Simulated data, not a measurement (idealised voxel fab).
Title: Process Module voxel capacitor over wiring
In the cross-section labelled cut, the width is 160 nm and each square cell is 5 nm.
Just so we're on the same page, the cross-sections are grids of square cells, and they're listed out in bands top to bottom, each band one or more rows deep. Top, bottom (nm), then materials left to right with widths (nm); lone material tagged "everywhere" fills the whole band edge to edge; "empty" = empty space. Height datum 0, below which the as-received substrate wafer is one material. Lowest band open at the bottom, running downward: "top 0, no bottom". Per-row width for "30->40": begins at first number (top row of band), ends at second number (bottom row), increment between rows held constant. Given "stayed the same" for a step, no cell of the cross-section differs between before and after that step. Reported under the label "Enclosed empty spaces" are the empty spaces having no open way to the top and comprising 8 cells or more; the notation for each is width x height at distance, in which the distance is measured from the left edge and all three values are in nm. On each step's line, the part that comes after the settings is the simulator's own comment on the step. Steps that use a mask can have "overlay nm" on their line. It says how far the mask sat to the right of where it was meant to be. Negative means to the left. What follows is a series of pairs. Each pair shows a cross-section before one process step and the cross-section after it, and the after view is drawn only down to the lowest band that changed. Beneath each pair is the step that lies between the two, with its settings. Pairs may come from different runs of this module on the same starting wafer, so a pair continues from the one above it only where its entry headed "State before" says so.

**State before**
    top 0, no bottom  Si everywhere
    Enclosed empty spaces: none

**State After Step**
    top 10, bottom 0  SiO2 everywhere
    Everything below 0 is unchanged.
    Enclosed empty spaces: none
Process step bridging the above cross-sections: CONFORMAL_DEP (material SiO2; thk nm 10)

State before: The pre-step condition corresponds to the post-step cross-section depicted in the pair directly above.

**State After Step**
    top 15, bottom 10  SiCN everywhere
    Everything below 10 is unchanged.
    Enclosed empty spaces: none
Process step bridging the above cross-sections: CONFORMAL_DEP (material SiCN; thk nm 5)

State before: The pre-step condition corresponds to the post-step cross-section depicted in the pair directly above.

**State After Step**
    top 30, bottom 15  lowk everywhere
    Everything below 15 is unchanged.
    Enclosed empty spaces: none
Process step bridging the above cross-sections: DIRECTIONAL_DEP (material lowk; thk nm 15)

State before: The pre-step condition corresponds to the post-step cross-section depicted in the pair directly above.

**State After Step**
    top 50, bottom 30  resist=25, empty=20, resist=65, empty=20, resist=30
    Everything below 30 is unchanged.
    Enclosed empty spaces: none
Process step bridging the above cross-sections: PATTERN (tone open; mask id METAL_1; material resist; width nm 20; pitch nm 85; thk nm 20; overlay nm 0)

State before: The pre-step condition corresponds to the post-step cross-section depicted in the pair directly above.

**State After Step**
    top 50, bottom 30  resist=25, empty=20, resist=65, empty=20, resist=30
    top 30, bottom 15  lowk=25, empty=20, lowk=65, empty=20, lowk=30
    Everything below 15 is unchanged.
    Enclosed empty spaces: none
Process step bridging the above cross-sections: DIRECTIONAL_ETCH (etch materials lowk; depth nm 15)

State before: The pre-step condition corresponds to the post-step cross-section depicted in the pair directly above.

**State After Step**
    top 50, bottom 30  resist=25, empty=20, resist=65, empty=20, resist=30
    top 30, bottom 15  lowk=25, empty=20, lowk=65, empty=20, lowk=30
    top 15, bottom 10  SiCN=25, empty=20, SiCN=65, empty=20, SiCN=30
    Everything below 10 is unchanged.
    Enclosed empty spaces: none
Process step bridging the above cross-sections: DIRECTIONAL_ETCH (etch materials SiCN; depth nm 5)

State before: The pre-step condition corresponds to the post-step cross-section depicted in the pair directly above.

**State After Step**
    top 30, bottom 15  lowk=25, empty=20, lowk=65, empty=20, lowk=30
    Everything below 15 is unchanged.
    Enclosed empty spaces: none
Process step bridging the above cross-sections: STRIP (etch materials resist)

State before: The pre-step condition corresponds to the post-step cross-section depicted in the pair directly above.

**State After Step**
    top 35, bottom 30  TiN=30, empty=10, TiN=75, empty=10, TiN=35
    top 30, bottom 15  lowk=25, TiN=5, empty=10, TiN=5, lowk=65, TiN=5, empty=10, TiN=5, lowk=30
    top 15, bottom 10  SiCN=25, TiN=20, SiCN=65, TiN=20, SiCN=30
    Everything below 10 is unchanged.
    Enclosed empty spaces: none
Process step bridging the above cross-sections: CONFORMAL_DEP (material TiN; thk nm 5)

State before: The pre-step condition corresponds to the post-step cross-section depicted in the pair directly above.

**State After Step**
    top 40, bottom 35  Cu everywhere
    top 35, bottom 30  TiN=30, Cu=10, TiN=75, Cu=10, TiN=35
    top 30, bottom 15  lowk=25, TiN=5, Cu=10, TiN=5, lowk=65, TiN=5, Cu=10, TiN=5, lowk=30
    Everything below 15 is unchanged.
    Enclosed empty spaces: none
Process step bridging the above cross-sections: FILL_DEP (material Cu; thk nm 5)

State before: The pre-step condition corresponds to the post-step cross-section depicted in the pair directly above.

**State After Step**
    top 30, bottom 15  lowk=25, TiN=5, Cu=10, TiN=5, lowk=65, TiN=5, Cu=10, TiN=5, lowk=30
    Everything below 15 is unchanged.
    Enclosed empty spaces: none
Process step bridging the above cross-sections: CMP (height nm 30)

State before: The pre-step condition corresponds to the post-step cross-section depicted in the pair directly above.

**State After Step**
    top 35, bottom 30  empty=20, Ru=30, empty=55, Ru=30, empty=25
    Everything below 30 is unchanged.
    Enclosed empty spaces: none
Process step bridging the above cross-sections: EPI (material Ru; thk nm 5)

State before: The pre-step condition corresponds to the post-step cross-section depicted in the pair directly above.

**State After Step**
    top 40, bottom 35  SiCN everywhere
    top 35, bottom 30  SiCN=20, Ru=30, SiCN=55, Ru=30, SiCN=25
    Everything below 30 is unchanged.
    Enclosed empty spaces: none
Process step bridging the above cross-sections: FILL_DEP (material SiCN; thk nm 5)

State before: The pre-step condition corresponds to the post-step cross-section depicted in the pair directly above.

**State After Step**
    top 50, bottom 40  lowk everywhere
    Everything below 40 is unchanged.
    Enclosed empty spaces: none
Process step bridging the above cross-sections: DIRECTIONAL_DEP (material lowk; thk nm 10)

State before: The pre-step condition corresponds to the post-step cross-section depicted in the pair directly above.

**State After Step**
    top 65, bottom 50  resist=30, empty=15, resist=115
    Everything below 50 is unchanged.
    Enclosed empty spaces: none
Process step bridging the above cross-sections: PATTERN (tone open; mask id PLUG_1; material resist; width nm 15; thk nm 15; overlay nm 0)

State before: The pre-step condition corresponds to the post-step cross-section depicted in the pair directly above.

**State After Step**
    top 65, bottom 50  resist=30, empty=15, resist=115
    top 50, bottom 40  lowk=30, empty=15, lowk=115
    Everything below 40 is unchanged.
    Enclosed empty spaces: none
Process step bridging the above cross-sections: DIRECTIONAL_ETCH (etch materials lowk; depth nm 10)

State before: The pre-step condition corresponds to the post-step cross-section depicted in the pair directly above.

**State After Step**
    top 65, bottom 50  resist=30, empty=15, resist=115
    top 50, bottom 40  lowk=30, empty=15, lowk=115
    top 40, bottom 35  SiCN=30, empty=15, SiCN=115
    Everything below 35 is unchanged.
    Enclosed empty spaces: none
Process step bridging the above cross-sections: DIRECTIONAL_ETCH (etch materials SiCN; depth nm 5)

State before: The pre-step condition corresponds to the post-step cross-section depicted in the pair directly above.

**State After Step**
    top 50, bottom 40  lowk=30, empty=15, lowk=115
    Everything below 40 is unchanged.
    Enclosed empty spaces: none
Process step bridging the above cross-sections: STRIP (etch materials resist)

State before: The pre-step condition corresponds to the post-step cross-section depicted in the pair directly above.

**State After Step**
    top 50, bottom 45  lowk=30, empty=15, lowk=115
    top 45, bottom 40  lowk=30, Ru=15, lowk=115
    top 40, bottom 35  SiCN=30, Ru=15, SiCN=115
    Everything below 35 is unchanged.
    Enclosed empty spaces: none
Process step bridging the above cross-sections: EPI (material Ru; thk nm 10)

State before: The pre-step condition corresponds to the post-step cross-section depicted in the pair directly above.

**State After Step**
    top 50, bottom 40  lowk=30, Ru=15, lowk=115
    Everything below 40 is unchanged.
    Enclosed empty spaces: none
Process step bridging the above cross-sections: EPI (material Ru; thk nm 5)

State before: The pre-step condition corresponds to the post-step cross-section depicted in the pair directly above.

**State After Step**
    top 60, bottom 50  TiN everywhere
    Everything below 50 is unchanged.
    Enclosed empty spaces: none
Process step bridging the above cross-sections: DIRECTIONAL_DEP (material TiN; thk nm 10)

State before: The pre-step condition corresponds to the post-step cross-section depicted in the pair directly above.

**State After Step**
    top 65, bottom 60  SiN everywhere
    Everything below 60 is unchanged.
    Enclosed empty spaces: none
Process step bridging the above cross-sections: DIRECTIONAL_DEP (material SiN; thk nm 5)

State before: The pre-step condition corresponds to the post-step cross-section depicted in the pair directly above.

**State After Step**
    top 70, bottom 65  TiN everywhere
    Everything below 65 is unchanged.
    Enclosed empty spaces: none
Process step bridging the above cross-sections: DIRECTIONAL_DEP (material TiN; thk nm 5)

State before: The pre-step condition corresponds to the post-step cross-section depicted in the pair directly above.

**State After Step**
    top 70, bottom 65  empty=30, TiN=70, empty=60
    Everything below 65 is unchanged.
    Enclosed empty spaces: none
Process step bridging the above cross-sections: MASKED_ETCH (tone cover; mask id UPPER_PLATE; width nm 70; etch materials TiN; depth nm 5; overlay nm 0)

State before: The pre-step condition corresponds to the post-step cross-section depicted in the pair directly above.

**State After Step**
    top 70, bottom 65  empty=30, TiN=70, empty=60
    top 65, bottom 60  empty=30, SiN=70, empty=60
    Everything below 60 is unchanged.
    Enclosed empty spaces: none
Process step bridging the above cross-sections: MASKED_ETCH (tone cover; mask id UPPER_PLATE; width nm 70; etch materials SiN; depth nm 5; overlay nm 0)

State before: The pre-step condition corresponds to the post-step cross-section depicted in the pair directly above.

**State After Step**
    top 85, bottom 70  empty=25, resist=80, empty=55
    top 70, bottom 65  empty=25, resist=5, TiN=70, resist=5, empty=55
    top 65, bottom 60  empty=25, resist=5, SiN=70, resist=5, empty=55
    Everything below 60 is unchanged.
    Enclosed empty spaces: none
Process step bridging the above cross-sections: PATTERN (tone cover; mask id LOWER_PLATE; material resist; width nm 80; thk nm 15; overlay nm 0)

State before: The pre-step condition corresponds to the post-step cross-section depicted in the pair directly above.

**State After Step**
    top 85, bottom 70  empty=25, resist=80, empty=55
    top 70, bottom 65  empty=25, resist=5, TiN=70, resist=5, empty=55
    top 65, bottom 60  empty=25, resist=5, SiN=70, resist=5, empty=55
    top 60, bottom 50  empty=25, TiN=80, empty=55
    Everything below 50 is unchanged.
    Enclosed empty spaces: none
Process step bridging the above cross-sections: DIRECTIONAL_ETCH (etch materials TiN; depth nm 10)

State before: The pre-step condition corresponds to the post-step cross-section depicted in the pair directly above.

**State After Step**
    top 70, bottom 65  empty=30, TiN=70, empty=60
    top 65, bottom 60  empty=30, SiN=70, empty=60
    Everything below 60 is unchanged.
    Enclosed empty spaces: none
Process step bridging the above cross-sections: STRIP (etch materials resist)

State before: The pre-step condition corresponds to the post-step cross-section depicted in the pair directly above.

**State After Step**
    top 85, bottom 70  SiO2 everywhere
    top 70, bottom 65  SiO2=30, TiN=70, SiO2=60
    top 65, bottom 60  SiO2=30, SiN=70, SiO2=60
    top 60, bottom 50  SiO2=25, TiN=80, SiO2=55
    Everything below 50 is unchanged.
    Enclosed empty spaces: none
Process step bridging the above cross-sections: FILL_DEP (material SiO2; thk nm 15)

State before: The pre-step condition corresponds to the post-step cross-section depicted in the pair directly above.

**State After Step**
    top 80, bottom 70  SiO2 everywhere
    Everything below 70 is unchanged.
    Enclosed empty spaces: none
Process step bridging the above cross-sections: CMP (height nm 80)

State before: The pre-step condition corresponds to the post-step cross-section depicted in the pair directly above.

**State After Step**
    top 80, bottom 70  SiO2=40, empty=15, SiO2=105
    Everything below 70 is unchanged.
    Enclosed empty spaces: none
Process step bridging the above cross-sections: MASKED_ETCH (tone open; mask id PLUG_2; width nm 15; etch materials SiO2; depth nm 10; overlay nm 0)

State before: The pre-step condition corresponds to the post-step cross-section depicted in the pair directly above.

**State After Step**
    top 85, bottom 80  TiN=45, empty=5, TiN=110
    top 80, bottom 75  SiO2=40, TiN=5, empty=5, TiN=5, SiO2=105
    top 75, bottom 65  SiO2=40->30, TiN=15->70, SiO2=105->60
    Everything below 65 is unchanged.
    Enclosed empty spaces: none
Process step bridging the above cross-sections: CONFORMAL_DEP (material TiN; thk nm 5)

State before: The pre-step condition corresponds to the post-step cross-section depicted in the pair directly above.

**State After Step**
    top 95, bottom 85  W everywhere
    top 85, bottom 80  TiN=45, W=5, TiN=110
    top 80, bottom 75  SiO2=40, TiN=5, W=5, TiN=5, SiO2=105
    Everything below 75 is unchanged.
    Enclosed empty spaces: none
Process step bridging the above cross-sections: FILL_DEP (material W; thk nm 10)

State before: The pre-step condition corresponds to the post-step cross-section depicted in the pair directly above.

**State After Step**
    top 80, bottom 75  SiO2=40, TiN=5, W=5, TiN=5, SiO2=105
    Everything below 75 is unchanged.
    Enclosed empty spaces: none
Process step bridging the above cross-sections: CMP (height nm 80)

State before: The pre-step condition corresponds to the post-step cross-section depicted in the pair directly above.

**State After Step**
    top 85, bottom 80  SiN everywhere
    Everything below 80 is unchanged.
    Enclosed empty spaces: none
Process step bridging the above cross-sections: CONFORMAL_DEP (material SiN; thk nm 5)

**State before**
    top 95, bottom 85  W everywhere
    top 85, bottom 80  TiN=45, W=5, TiN=110
    top 80, bottom 75  SiO2=40, TiN=5, W=5, TiN=5, SiO2=105
    top 75, bottom 65  SiO2=40->30, TiN=15->70, SiO2=105->60
    top 65, bottom 60  SiO2=30, SiN=70, SiO2=60
    top 60, bottom 50  SiO2=25, TiN=80, SiO2=55
    top 50, bottom 40  lowk=30, Ru=15, lowk=115
    top 40, bottom 35  SiCN=30, Ru=15, SiCN=115
    top 35, bottom 30  SiCN=20, Ru=30, SiCN=55, Ru=30, SiCN=25
    top 30, bottom 15  lowk=25, TiN=5, Cu=10, TiN=5, lowk=65, TiN=5, Cu=10, TiN=5, lowk=30
    top 15, bottom 10  SiCN=25, TiN=20, SiCN=65, TiN=20, SiCN=30
    top 10, bottom 0  SiO2 everywhere
    top 0, no bottom  Si everywhere
    Enclosed empty spaces: none

**State After Step**
    top 100, bottom 95  SiN everywhere
    Everything below 95 is unchanged.
    Enclosed empty spaces: none
Process step bridging the above cross-sections: CONFORMAL_DEP (material SiN; thk nm 5)

**State before**
    top 50, bottom 45  lowk=30, empty=15, lowk=115
    top 45, bottom 40  lowk=30, Ru=15, lowk=115
    top 40, bottom 35  SiCN=30, Ru=15, SiCN=115
    top 35, bottom 30  SiCN=20, Ru=30, SiCN=55, Ru=30, SiCN=25
    top 30, bottom 15  lowk=25, TiN=5, Cu=10, TiN=5, lowk=65, TiN=5, Cu=10, TiN=5, lowk=30
    top 15, bottom 10  SiCN=25, TiN=20, SiCN=65, TiN=20, SiCN=30
    top 10, bottom 0  SiO2 everywhere
    top 0, no bottom  Si everywhere
    Enclosed empty spaces: none

**State After Step**
    top 55, bottom 50  empty=25, Ru=25, empty=110
    top 50, bottom 40  lowk=30, Ru=15, lowk=115
    Everything below 40 is unchanged.
    Enclosed empty spaces: none
Process step bridging the above cross-sections: EPI (material Ru; thk nm 10)

State before: The pre-step condition corresponds to the post-step cross-section depicted in the pair directly above.

**State After Step**
    top 60, bottom 50  empty=20, Ru=35, empty=105
    Everything below 50 is unchanged.
    Enclosed empty spaces: none
Process step bridging the above cross-sections: EPI (material Ru; thk nm 5)

State before: The pre-step condition corresponds to the post-step cross-section depicted in the pair directly above.

**State After Step**
    top 70, bottom 60  empty=20, TiN=35, empty=105
    top 60, bottom 50  TiN=20, Ru=35, TiN=105
    Everything below 50 is unchanged.
    Enclosed empty spaces: none
Process step bridging the above cross-sections: DIRECTIONAL_DEP (material TiN; thk nm 10)

State before: The pre-step condition corresponds to the post-step cross-section depicted in the pair directly above.

**State After Step**
    top 75, bottom 70  empty=20, SiN=35, empty=105
    top 70, bottom 65  empty=20, TiN=35, empty=105
    top 65, bottom 60  SiN=20, TiN=35, SiN=105
    Everything below 60 is unchanged.
    Enclosed empty spaces: none
Process step bridging the above cross-sections: DIRECTIONAL_DEP (material SiN; thk nm 5)

State before: The pre-step condition corresponds to the post-step cross-section depicted in the pair directly above.

**State After Step**
    top 80, bottom 75  empty=20, TiN=35, empty=105
    top 75, bottom 70  empty=20, SiN=35, empty=105
    top 70, bottom 65  TiN everywhere
    Everything below 65 is unchanged.
    Enclosed empty spaces: none
Process step bridging the above cross-sections: DIRECTIONAL_DEP (material TiN; thk nm 5)

State before: The pre-step condition corresponds to the post-step cross-section depicted in the pair directly above.

**State After Step**
    top 80, bottom 75  empty=30, TiN=25, empty=105
    top 75, bottom 70  empty=20, SiN=35, empty=105
    top 70, bottom 65  empty=20, TiN=80, empty=60
    Everything below 65 is unchanged.
    Enclosed empty spaces: none
Process step bridging the above cross-sections: MASKED_ETCH (tone cover; mask id UPPER_PLATE; width nm 70; etch materials TiN; depth nm 5; overlay nm 0)

State before: The pre-step condition corresponds to the post-step cross-section depicted in the pair directly above.

**State After Step**
    top 80, bottom 75  empty=30, TiN=25, empty=105
    top 75, bottom 70  empty=30, SiN=25, empty=105
    top 70, bottom 65  empty=20, TiN=80, empty=60
    top 65, bottom 60  empty=20, TiN=35, SiN=45, empty=60
    Everything below 60 is unchanged.
    Enclosed empty spaces: none
Process step bridging the above cross-sections: MASKED_ETCH (tone cover; mask id UPPER_PLATE; width nm 70; etch materials SiN; depth nm 5; overlay nm 0)

State before: The pre-step condition corresponds to the post-step cross-section depicted in the pair directly above.

**State After Step**
    top 95, bottom 80  empty=25, resist=80, empty=55
    top 80, bottom 75  empty=25, resist=5, TiN=25, resist=50, empty=55
    top 75, bottom 70  empty=25, resist=5, SiN=25, resist=50, empty=55
    top 70, bottom 65  empty=20, TiN=80, resist=5, empty=55
    top 65, bottom 60  empty=20, TiN=35, SiN=45, resist=5, empty=55
    Everything below 60 is unchanged.
    Enclosed empty spaces: none
Process step bridging the above cross-sections: PATTERN (tone cover; mask id LOWER_PLATE; material resist; width nm 80; thk nm 15; overlay nm 0)

State before: The pre-step condition corresponds to the post-step cross-section depicted in the pair directly above.

**State After Step**
    top 95, bottom 80  empty=25, resist=80, empty=55
    top 80, bottom 75  empty=25, resist=5, TiN=25, resist=50, empty=55
    top 75, bottom 70  empty=25, resist=5, SiN=25, resist=50, empty=55
    top 70, bottom 65  empty=25, TiN=75, resist=5, empty=55
    top 65, bottom 60  empty=25, TiN=30, SiN=45, resist=5, empty=55
    top 60, bottom 50  empty=20, Ru=35, TiN=50, empty=55
    Everything below 50 is unchanged.
    Enclosed empty spaces: none
Process step bridging the above cross-sections: DIRECTIONAL_ETCH (etch materials TiN; depth nm 10)

State before: The pre-step condition corresponds to the post-step cross-section depicted in the pair directly above.

**State After Step**
    top 80, bottom 75  empty=30, TiN=25, empty=105
    top 75, bottom 70  empty=30, SiN=25, empty=105
    top 70, bottom 65  empty=25, TiN=75, empty=60
    top 65, bottom 60  empty=25, TiN=30, SiN=45, empty=60
    Everything below 60 is unchanged.
    Enclosed empty spaces: none
Process step bridging the above cross-sections: STRIP (etch materials resist)

State before: The pre-step condition corresponds to the post-step cross-section depicted in the pair directly above.

**State After Step**
    top 95, bottom 80  SiO2 everywhere
    top 80, bottom 75  SiO2=30, TiN=25, SiO2=105
    top 75, bottom 70  SiO2=30, SiN=25, SiO2=105
    top 70, bottom 65  SiO2=25, TiN=75, SiO2=60
    top 65, bottom 60  SiO2=25, TiN=30, SiN=45, SiO2=60
    top 60, bottom 50  SiO2=20, Ru=35, TiN=50, SiO2=55
    Everything below 50 is unchanged.
    Enclosed empty spaces: none
Process step bridging the above cross-sections: FILL_DEP (material SiO2; thk nm 15)

State before: The pre-step condition corresponds to the post-step cross-section depicted in the pair directly above.

**State After Step**
    top 80, bottom 75  SiO2=30, TiN=25, SiO2=105
    Everything below 75 is unchanged.
    Enclosed empty spaces: none
Process step bridging the above cross-sections: CMP (height nm 80)

State before: The pre-step condition corresponds to the post-step cross-section depicted in the pair directly above.

**State After Step**
    top 85, bottom 80  TiN everywhere
    Everything below 80 is unchanged.
    Enclosed empty spaces: none
Process step bridging the above cross-sections: CONFORMAL_DEP (material TiN; thk nm 5)

State before: The pre-step condition corresponds to the post-step cross-section depicted in the pair directly above.

**State After Step**
    top 95, bottom 85  W everywhere
    Everything below 85 is unchanged.
    Enclosed empty spaces: none
Process step bridging the above cross-sections: FILL_DEP (material W; thk nm 10)

State before: The pre-step condition corresponds to the post-step cross-section depicted in the pair directly above.

**State After Step**
    top 80, bottom 75  SiO2=30, TiN=25, SiO2=105
    Everything below 75 is unchanged.
    Enclosed empty spaces: none
Process step bridging the above cross-sections: CMP (height nm 80)

State before: The pre-step condition corresponds to the post-step cross-section depicted in the pair directly above.

**State After Step**
    top 85, bottom 80  SiN everywhere
    Everything below 80 is unchanged.
    Enclosed empty spaces: none
Process step bridging the above cross-sections: CONFORMAL_DEP (material SiN; thk nm 5)

**State before**
    top 50, bottom 45  lowk=30, empty=15, lowk=115
    top 45, bottom 40  lowk=30, Ru=15, lowk=115
    top 40, bottom 35  SiCN=30, Ru=15, SiCN=115
    top 35, bottom 30  SiCN=20, Ru=30, SiCN=55, Ru=30, SiCN=25
    top 30, bottom 15  lowk=25, TiN=5, Cu=10, TiN=5, lowk=65, TiN=5, Cu=10, TiN=5, lowk=30
    top 15, bottom 10  SiCN=25, TiN=20, SiCN=65, TiN=20, SiCN=30
    top 10, bottom 0  SiO2 everywhere
    top 0, no bottom  Si everywhere
    Enclosed empty spaces: none

**State After Step**
    top 60, bottom 55  TiN=30, empty=15, TiN=115
    top 55, bottom 50  TiN everywhere
    top 50, bottom 45  lowk=30, TiN=15, lowk=115
    Everything below 45 is unchanged.
    Enclosed empty spaces: none
Process step bridging the above cross-sections: DIRECTIONAL_DEP (material TiN; thk nm 10)

State before: The pre-step condition corresponds to the post-step cross-section depicted in the pair directly above.

**State After Step**
    top 65, bottom 60  Ru=35, empty=5, Ru=120
    top 60, bottom 55  TiN=30, Ru=15, TiN=115
    Everything below 55 is unchanged.
    Enclosed empty spaces: none
Process step bridging the above cross-sections: EPI (material Ru; thk nm 5)

State before: The pre-step condition corresponds to the post-step cross-section depicted in the pair directly above.

**State After Step**
    top 70, bottom 65  SiN=35, empty=5, SiN=120
    top 65, bottom 60  Ru=35, SiN=5, Ru=120
    Everything below 60 is unchanged.
    Enclosed empty spaces: none
Process step bridging the above cross-sections: DIRECTIONAL_DEP (material SiN; thk nm 5)

State before: The pre-step condition corresponds to the post-step cross-section depicted in the pair directly above.

**State After Step**
    top 75, bottom 70  TiN=35, empty=5, TiN=120
    top 70, bottom 65  SiN=35, TiN=5, SiN=120
    Everything below 65 is unchanged.
    Enclosed empty spaces: none
Process step bridging the above cross-sections: DIRECTIONAL_DEP (material TiN; thk nm 5)

State before: The pre-step condition corresponds to the post-step cross-section depicted in the pair directly above.

**State After Step**
    top 75, bottom 70  empty=30, TiN=5, empty=5, TiN=60, empty=60
    Everything below 70 is unchanged.
    Enclosed empty spaces: none
Process step bridging the above cross-sections: MASKED_ETCH (tone cover; mask id UPPER_PLATE; width nm 70; etch materials TiN; depth nm 5; overlay nm 0)

State before: The pre-step condition corresponds to the post-step cross-section depicted in the pair directly above.

**State After Step**
    top 75, bottom 70  empty=30, TiN=5, empty=5, TiN=60, empty=60
    top 70, bottom 65  empty=30, SiN=5, TiN=5, SiN=60, empty=60
    Everything below 65 is unchanged.
    Enclosed empty spaces: none
Process step bridging the above cross-sections: MASKED_ETCH (tone cover; mask id UPPER_PLATE; width nm 70; etch materials SiN; depth nm 5; overlay nm 0)

State before: The pre-step condition corresponds to the post-step cross-section depicted in the pair directly above.

**State After Step**
    top 90, bottom 75  empty=25, resist=80, empty=55
    top 75, bottom 70  empty=25, resist=5, TiN=5, resist=5, TiN=60, resist=5, empty=55
    top 70, bottom 65  empty=25, resist=5, SiN=5, TiN=5, SiN=60, resist=5, empty=55
    Everything below 65 is unchanged.
    Enclosed empty spaces: none
Process step bridging the above cross-sections: PATTERN (tone cover; mask id LOWER_PLATE; material resist; width nm 80; thk nm 15; overlay nm 0)

State before: The pre-step condition corresponds to the post-step cross-section depicted in the pair directly above.

**State After Step**
    top 75, bottom 70  empty=30, TiN=5, empty=5, TiN=60, empty=60
    top 70, bottom 65  empty=30, SiN=5, TiN=5, SiN=60, empty=60
    Everything below 65 is unchanged.
    Enclosed empty spaces: none
Process step bridging the above cross-sections: STRIP (etch materials resist)

State before: The pre-step condition corresponds to the post-step cross-section depicted in the pair directly above.

**State After Step**
    top 90, bottom 75  SiO2 everywhere
    top 75, bottom 70  SiO2=30, TiN=5, SiO2=5, TiN=60, SiO2=60
    top 70, bottom 65  SiO2=30, SiN=5, TiN=5, SiN=60, SiO2=60
    Everything below 65 is unchanged.
    Enclosed empty spaces: none
Process step bridging the above cross-sections: FILL_DEP (material SiO2; thk nm 15)

State before: The pre-step condition corresponds to the post-step cross-section depicted in the pair directly above.

**State After Step**
    top 80, bottom 75  SiO2 everywhere
    Everything below 75 is unchanged.
    Enclosed empty spaces: none
Process step bridging the above cross-sections: CMP (height nm 80)

State before: The pre-step condition corresponds to the post-step cross-section depicted in the pair directly above.

**State After Step**
    top 80, bottom 75  SiO2=40, empty=15, SiO2=105
    Everything below 75 is unchanged.
    Enclosed empty spaces: none
Process step bridging the above cross-sections: MASKED_ETCH (tone open; mask id PLUG_2; width nm 15; etch materials SiO2; depth nm 10; overlay nm 0)

State before: The pre-step condition corresponds to the post-step cross-section depicted in the pair directly above.

**State After Step**
    top 85, bottom 80  TiN=45, empty=5, TiN=110
    top 80, bottom 75  SiO2=40, TiN=15, SiO2=105
    Everything below 75 is unchanged.
    Enclosed empty spaces: none
Process step bridging the above cross-sections: CONFORMAL_DEP (material TiN; thk nm 5)

State before: The pre-step condition corresponds to the post-step cross-section depicted in the pair directly above.

**State After Step**
    top 95, bottom 85  W everywhere
    top 85, bottom 80  TiN=45, W=5, TiN=110
    Everything below 80 is unchanged.
    Enclosed empty spaces: none
Process step bridging the above cross-sections: FILL_DEP (material W; thk nm 10)

State before: The pre-step condition corresponds to the post-step cross-section depicted in the pair directly above.

**State After Step**
    top 80, bottom 75  SiO2=40, TiN=15, SiO2=105
    Everything below 75 is unchanged.
    Enclosed empty spaces: none
Process step bridging the above cross-sections: CMP (height nm 80)

State before: The pre-step condition corresponds to the post-step cross-section depicted in the pair directly above.

**State After Step**
    top 85, bottom 80  SiN everywhere
    Everything below 80 is unchanged.
    Enclosed empty spaces: none
Process step bridging the above cross-sections: CONFORMAL_DEP (material SiN; thk nm 5)

**State before**
    top 40, bottom 35  SiCN everywhere
    top 35, bottom 30  SiCN=20, Ru=30, SiCN=55, Ru=30, SiCN=25
    top 30, bottom 15  lowk=25, TiN=5, Cu=10, TiN=5, lowk=65, TiN=5, Cu=10, TiN=5, lowk=30
    top 15, bottom 10  SiCN=25, TiN=20, SiCN=65, TiN=20, SiCN=30
    top 10, bottom 0  SiO2 everywhere
    top 0, no bottom  Si everywhere
    Enclosed empty spaces: none

**State After Step**
    top 55, bottom 40  lowk everywhere
    Everything below 40 is unchanged.
    Enclosed empty spaces: none
Process step bridging the above cross-sections: DIRECTIONAL_DEP (material lowk; thk nm 15)

State before: The pre-step condition corresponds to the post-step cross-section depicted in the pair directly above.

**State After Step**
    top 70, bottom 55  resist=30, empty=15, resist=115
    Everything below 55 is unchanged.
    Enclosed empty spaces: none
Process step bridging the above cross-sections: PATTERN (tone open; mask id PLUG_1; material resist; width nm 15; thk nm 15; overlay nm 0)

State before: The pre-step condition corresponds to the post-step cross-section depicted in the pair directly above.

**State After Step**
    top 70, bottom 55  resist=30, empty=15, resist=115
    top 55, bottom 45  lowk=30, empty=15, lowk=115
    Everything below 45 is unchanged.
    Enclosed empty spaces: none
Process step bridging the above cross-sections: DIRECTIONAL_ETCH (etch materials lowk; depth nm 10)

State before: The pre-step condition corresponds to the post-step cross-section depicted in the pair directly above.

**State After Step**
    top 55, bottom 45  lowk=30, empty=15, lowk=115
    Everything below 45 is unchanged.
    Enclosed empty spaces: none
Process step bridging the above cross-sections: STRIP (etch materials resist)

State before: The pre-step condition corresponds to the post-step cross-section depicted in the pair directly above.

**State After Step**
    top 65, bottom 55  TiN=30, empty=15, TiN=115
    top 55, bottom 45  lowk=30, TiN=15, lowk=115
    Everything below 45 is unchanged.
    Enclosed empty spaces: none
Process step bridging the above cross-sections: DIRECTIONAL_DEP (material TiN; thk nm 10)

State before: The pre-step condition corresponds to the post-step cross-section depicted in the pair directly above.

**State After Step**
    top 70, bottom 65  SiN=30, empty=15, SiN=115
    top 65, bottom 60  TiN=30, empty=15, TiN=115
    top 60, bottom 55  TiN=30, SiN=15, TiN=115
    Everything below 55 is unchanged.
    Enclosed empty spaces: none
Process step bridging the above cross-sections: DIRECTIONAL_DEP (material SiN; thk nm 5)

State before: The pre-step condition corresponds to the post-step cross-section depicted in the pair directly above.

**State After Step**
    top 75, bottom 70  TiN=30, empty=15, TiN=115
    top 70, bottom 65  SiN=30, empty=15, SiN=115
    top 65, bottom 60  TiN everywhere
    Everything below 60 is unchanged.
    Enclosed empty spaces: none
Process step bridging the above cross-sections: DIRECTIONAL_DEP (material TiN; thk nm 5)

State before: The pre-step condition corresponds to the post-step cross-section depicted in the pair directly above.

**State After Step**
    top 75, bottom 70  empty=45, TiN=55, empty=60
    Everything below 70 is unchanged.
    Enclosed empty spaces: none
Process step bridging the above cross-sections: MASKED_ETCH (tone cover; mask id UPPER_PLATE; width nm 70; etch materials TiN; depth nm 5; overlay nm 0)

State before: The pre-step condition corresponds to the post-step cross-section depicted in the pair directly above.

**State After Step**
    top 75, bottom 70  empty=45, TiN=55, empty=60
    top 70, bottom 65  empty=45, SiN=55, empty=60
    Everything below 65 is unchanged.
    Enclosed empty spaces: none
Process step bridging the above cross-sections: MASKED_ETCH (tone cover; mask id UPPER_PLATE; width nm 70; etch materials SiN; depth nm 5; overlay nm 0)

State before: The pre-step condition corresponds to the post-step cross-section depicted in the pair directly above.

**State After Step**
    top 90, bottom 75  empty=25, resist=80, empty=55
    top 75, bottom 70  empty=25, resist=20, TiN=55, resist=5, empty=55
    top 70, bottom 65  empty=25, resist=20, SiN=55, resist=5, empty=55
    Everything below 65 is unchanged.
    Enclosed empty spaces: none
Process step bridging the above cross-sections: PATTERN (tone cover; mask id LOWER_PLATE; material resist; width nm 80; thk nm 15; overlay nm 0)
